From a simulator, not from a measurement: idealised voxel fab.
process module | voxel trench capacitor
cross-section cut | 190 nm wide | cells 5 nm
A cross-section is a grid of square cells, given in bands from the top down. A band is one or more rows of cells.
Each band's line starts with the height of the band's top and of its bottom, in nm. Then come its materials from left to right, each with its width in nm. One material with "throughout" fills the band from edge to edge. "air" is empty space.
Height 0 is the level under which the wafer as received is all one material. The lowest band goes on downwards, as in "0 down".
A width such as "30 to 40" changes by the same amount from each row of cells to the next, from the band's top row to its bottom row.
"no change" after a step means that no cell of the cross-section changed.
closed voids: empty space of 8 cells or more with no open way to the top, each as width x height at its distance from the left edge, in nm
after a step's settings: what the simulator itself notes on the step
overlay nm, on a step with a mask: how far to the right of its planned place the mask lay; to the left if negative
plan
1 op RECEIVE | material Si
2 op CONFORMAL_DEP | material SiN | thk nm 10
3 op DIRECTIONAL_DEP | material aC | thk nm 10
4 op PATTERN | tone open | mask id TRENCH | material resist | width nm 30 | pitch nm 45 | thk nm 30 | overlay nm 0
5 op DIRECTIONAL_ETCH | etch materials aC | depth nm 10
6 op STRIP | etch materials resist
7 op DIRECTIONAL_ETCH | etch materials SiN | depth nm 10
8 op DIRECTIONAL_ETCH | etch materials Si | depth nm 35
9 op STRIP | etch materials aC
10 op CONFORMAL_DEP | material Al2O3 | thk nm 5
11 op CONFORMAL_DEP | material TiN | thk nm 5
12 op FILL_DEP | material W | thk nm 5
13 op CMP | height nm 10
first wafer, as planned
as received, after step 1
  0 down: Si throughout
  closed voids: none
after step 2
  10 to 0: SiN throughout
  below 0: unchanged
after step 3
  20 to 10: aC throughout
  below 10: unchanged
after step 4
  50 to 20: resist 55 | air 30 | resist 15 | air 30 | resist 60
  below 20: unchanged
after step 5
  40 to 20: resist 55 | air 30 | resist 15 | air 30 | resist 60
  20 to 10: aC 55 | air 30 | aC 15 | air 30 | aC 60
  below 10: unchanged
after step 6
  20 to 10: aC 55 | air 30 | aC 15 | air 30 | aC 60
  below 10: unchanged
after step 7
  20 to 10: aC 55 | air 30 | aC 15 | air 30 | aC 60
  10 to 0: SiN 55 | air 30 | SiN 15 | air 30 | SiN 60
  below 0: unchanged
after step 8
  20 to 10: aC 55 | air 30 | aC 15 | air 30 | aC 60
  10 to 0: SiN 55 | air 30 | SiN 15 | air 30 | SiN 60
  0 to -35: Si 55 | air 30 | Si 15 | air 30 | Si 60
  below -35: unchanged
after step 9
  10 to 0: SiN 55 | air 30 | SiN 15 | air 30 | SiN 60
  below 0: unchanged
after step 10
  15 to 10: Al2O3 60 | air 20 | Al2O3 25 | air 20 | Al2O3 65
  10 to 0: SiN 55 | Al2O3 5 | air 20 | Al2O3 5 | SiN 15 | Al2O3 5 | air 20 | Al2O3 5 | SiN 60
  0 to -30: Si 55 | Al2O3 5 | air 20 | Al2O3 5 | Si 15 | Al2O3 5 | air 20 | Al2O3 5 | Si 60
  -30 to -35: Si 55 | Al2O3 30 | Si 15 | Al2O3 30 | Si 60
  below -35: unchanged
after step 11
  20 to 15: TiN 65 | air 10 | TiN 35 | air 10 | TiN 70
  15 to 10: Al2O3 60 | TiN 5 | air 10 | TiN 5 | Al2O3 25 | TiN 5 | air 10 | TiN 5 | Al2O3 65
  10 to 0: SiN 55 | Al2O3 5 | TiN 5 | air 10 | TiN 5 | Al2O3 5 | SiN 15 | Al2O3 5 | TiN 5 | air 10 | TiN 5 | Al2O3 5 | SiN 60
  0 to -25: Si 55 | Al2O3 5 | TiN 5 | air 10 | TiN 5 | Al2O3 5 | Si 15 | Al2O3 5 | TiN 5 | air 10 | TiN 5 | Al2O3 5 | Si 60
  -25 to -30: Si 55 | Al2O3 5 | TiN 20 | Al2O3 5 | Si 15 | Al2O3 5 | TiN 20 | Al2O3 5 | Si 60
  below -30: unchanged
after step 12
  25 to 20: W throughout
  20 to 15: TiN 65 | W 10 | TiN 35 | W 10 | TiN 70
  15 to 10: Al2O3 60 | TiN 5 | W 10 | TiN 5 | Al2O3 25 | TiN 5 | W 10 | TiN 5 | Al2O3 65
  10 to 0: SiN 55 | Al2O3 5 | TiN 5 | W 10 | TiN 5 | Al2O3 5 | SiN 15 | Al2O3 5 | TiN 5 | W 10 | TiN 5 | Al2O3 5 | SiN 60
  0 to -25: Si 55 | Al2O3 5 | TiN 5 | W 10 | TiN 5 | Al2O3 5 | Si 15 | Al2O3 5 | TiN 5 | W 10 | TiN 5 | Al2O3 5 | Si 60
  below -25: unchanged
after step 13
  10 to 0: SiN 55 | Al2O3 5 | TiN 5 | W 10 | TiN 5 | Al2O3 5 | SiN 15 | Al2O3 5 | TiN 5 | W 10 | TiN 5 | Al2O3 5 | SiN 60
  below 0: unchanged
second wafer: like start, like plan, one mistake. Through step 12 it matches the first wafer
when step 13 should have ended: no change
what went wrong: step 13 was left out
at the end the second wafer has, in cells: 30 more of Al2O3 | 38 more of TiN | 46 more of W
